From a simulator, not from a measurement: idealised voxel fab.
Proc. module: voxel transistor to metal
The cross-section shown here is cut; it is 210 nm wide and divided into square cells measuring 5 nm on a side.
In what follows, cross-sections appear as grids of square cells, described through bands that run from the top down, where every band is one or more rows of cells.
Within each band entry, the heights of the top and of the bottom of the band appear first, in that order and in nm; the materials of the band then follow from left to right, each with its corresponding width in nm. The designation "full width" on a single material indicates that it fills the band from edge to edge; the designation "blank" indicates empty space.
Measure heights from 0. That's the level where, below it, the as-received wafer is all one material. The lowest band is bottomless and extends downward; write it as in "0..down".
A width such as "30->40" changes by the same amount from each row of cells to the next, from the band's top row to its bottom row.
The cross-section has no changed cell in any step marked "no modification".
Entry "Closed void catalog". Content: empty spaces with no open connection to the top, size 8 cells or greater. Each: width x height at distance. Distance: from left edge. Unit: nm.
Whatever follows a step's settings on its line is a remark the simulator itself makes about that step.
overlay nm, on a step with a mask: how far to the right of its planned place the mask lay; to the left if negative
# List of planned process steps
- 1: RECEIVE, material Si
- 2: OXIDIZE, depth nm 5
- 3: CONFORMAL_DEP, material SiN, thk nm 10
- 4: PATTERN, tone cover, mask id ACTIVE, material resist, width nm 110, thk nm 20, overlay nm 0
- 5: DIRECTIONAL_ETCH, etch materials SiN, depth nm 10
- 6: DIRECTIONAL_ETCH, etch materials SiO2, depth nm 5
- 7: DIRECTIONAL_ETCH, etch materials Si, depth nm 30
- 8: STRIP, etch materials resist
- 9: OXIDIZE, depth nm 5
- 10: FILL_DEP, material SiO2, thk nm 10
- 11: CMP, height nm 10
- 12: SELECTIVE_ETCH, etch materials SiO2, depth nm 5
- 13: STRIP, etch materials SiN
- 14: SELECTIVE_ETCH, etch materials SiO2, depth nm 5
- 15: OXIDIZE, depth nm 5
- 16: DIRECTIONAL_DEP, material polySi, thk nm 20
- 17: DIRECTIONAL_DEP, material SiCN, thk nm 10
- 18: MASKED_ETCH, tone cover, mask id GATE, width nm 30, etch materials SiCN, depth nm 20, overlay nm 0
- 19: MASKED_ETCH, tone cover, mask id GATE, width nm 30, etch materials polySi, depth nm 30, overlay nm 0
- 20: CONFORMAL_DEP, material SiN, thk nm 5
- 21: DIRECTIONAL_ETCH, etch materials SiN, depth nm 5
- 22: DIRECTIONAL_ETCH, etch materials SiO2, depth nm 5
- 23: DIRECTIONAL_ETCH, etch materials Si, depth nm 15
- 24: EPI, material pSi, thk nm 20
- 25: FILL_DEP, material SiO2, thk nm 10
- 26: CMP, height nm 15
- 27: STRIP, etch materials polySi
- 28: SELECTIVE_ETCH, etch materials SiO2, depth nm 5
- 29: CONFORMAL_DEP, material HfO2, thk nm 5
- 30: CONFORMAL_DEP, material TiN, thk nm 5
- 31: FILL_DEP, material W, thk nm 10
- 32: CMP, height nm 10
- 33: DIRECTIONAL_DEP, material SiO2, thk nm 15
- 34: MASKED_ETCH, tone open, mask id CONTACT, width nm 15, pitch nm 75, etch materials SiO2, depth nm 30, overlay nm 0
- 35: CONFORMAL_DEP, material TiN, thk nm 5
- 36: FILL_DEP, material Ru, thk nm 5
- 37: CMP, height nm 25
- 38: DIRECTIONAL_DEP, material TiN, thk nm 5
- 39: DIRECTIONAL_DEP, material Ru, thk nm 20
- 40: DIRECTIONAL_DEP, material aC, thk nm 15
- 41: PATTERN, tone cover, mask id METAL_1, material resist, width nm 15, pitch nm 75, thk nm 35, overlay nm 0
- 42: DIRECTIONAL_ETCH, etch materials aC, depth nm 15
- 43: STRIP, etch materials resist
- 44: DIRECTIONAL_ETCH, etch materials Ru, depth nm 20
- 45: DIRECTIONAL_ETCH, etch materials TiN, depth nm 5
- 46: STRIP, etch materials aC
- 47: FILL_DEP, material lowk, thk nm 5
- 48: CMP, height nm 50
- 49: CONFORMAL_DEP, material SiN, thk nm 5
# Wafer at receipt (post step 1), cross-section
> 0..down: Si full width
> Closed void catalog: none
# First of two wafers at the end of the module, shown in cross-section; run carried out as planned
> 55..50: SiN full width
> 50..30: 60 nm lowk / 15 nm Ru / 60 nm lowk / 15 nm Ru / 60 nm lowk
> 30..25: 60 nm lowk / 15 nm TiN / 60 nm lowk / 15 nm TiN / 60 nm lowk
> 25..15: 60 nm SiO2 / 5 nm TiN / 5 nm Ru / 5 nm TiN / 60 nm SiO2 / 5 nm TiN / 5 nm Ru / 5 nm TiN / 60 nm SiO2
> 15..10: 60 nm SiO2 / 15 nm TiN / 60 nm SiO2 / 15 nm TiN / 60 nm SiO2
> 10..0: 60 nm SiO2 / 5 nm TiN / 20 nm pSi / 5 nm SiN / 5 nm HfO2 / 5 nm TiN / 10 nm W / 5 nm TiN / 5 nm HfO2 / 5 nm SiN / 20 nm pSi / 5 nm TiN / 60 nm SiO2
> 0..-5: 45 nm SiO2 / 5 nm SiN / 10 nm SiO2 / 5 nm TiN / 20 nm pSi / 5 nm SiN / 5 nm HfO2 / 20 nm TiN / 5 nm HfO2 / 5 nm SiN / 20 nm pSi / 5 nm TiN / 10 nm SiO2 / 5 nm SiN / 45 nm SiO2
> -5..-10: 50 nm SiO2 / 35 nm pSi / 40 nm HfO2 / 35 nm pSi / 50 nm SiO2
> -10..-25: 55 nm SiO2 / 30 nm pSi / 40 nm Si / 30 nm pSi / 55 nm SiO2
> -25..-40: 55 nm SiO2 / 100 nm Si / 55 nm SiO2
> -40..down: Si full width
> Closed void catalog: none
# Wafer two (of two), end-of-module cross-section: start = wafer one, plan = wafer one, one run mistake
> 55..50: SiN full width
> 50..30: 60 nm lowk / 15 nm Ru / 60 nm lowk / 15 nm Ru / 60 nm lowk
> 30..25: 60 nm lowk / 15 nm TiN / 60 nm lowk / 15 nm TiN / 60 nm lowk
> 25..15: 60 nm SiO2 / 5 nm TiN / 5 nm Ru / 5 nm TiN / 60 nm SiO2 / 5 nm TiN / 5 nm Ru / 5 nm TiN / 60 nm SiO2
> 15..10: 60 nm SiO2 / 15 nm TiN / 60 nm SiO2 / 15 nm TiN / 60 nm SiO2
> 10..0: 60 nm SiO2 / 5 nm TiN / 20 nm pSi / 5 nm SiN / 5 nm HfO2 / 5 nm TiN / 10 nm W / 5 nm TiN / 5 nm HfO2 / 5 nm SiN / 20 nm pSi / 5 nm TiN / 60 nm SiO2
> 0..-5: 40 nm SiO2 / 5 nm SiN / 15 nm SiO2 / 5 nm TiN / 20 nm pSi / 5 nm SiN / 5 nm HfO2 / 20 nm TiN / 5 nm HfO2 / 5 nm SiN / 20 nm pSi / 5 nm TiN / 15 nm SiO2 / 5 nm SiN / 40 nm SiO2
> -5..-10: 45 nm SiO2 / 40 nm pSi / 40 nm HfO2 / 40 nm pSi / 45 nm SiO2
> -10..-25: 50 nm SiO2 / 35 nm pSi / 40 nm Si / 35 nm pSi / 50 nm SiO2
> -25..-40: 50 nm SiO2 / 110 nm Si / 50 nm SiO2
> -40..down: Si full width
> Closed void catalog: none
Diagnosis: step 4 went in with a setting other than planned; the actual run was PATTERN, tone cover, mask id ACTIVE, material resist, width nm 120, thk nm 20, overlay nm 0
It is noted that, at the conclusion of processing, the second wafer exhibits a higher or lower cell count for certain materials relative to the first: 6 more of Si, 14 fewer of SiO2, 8 more of pSi
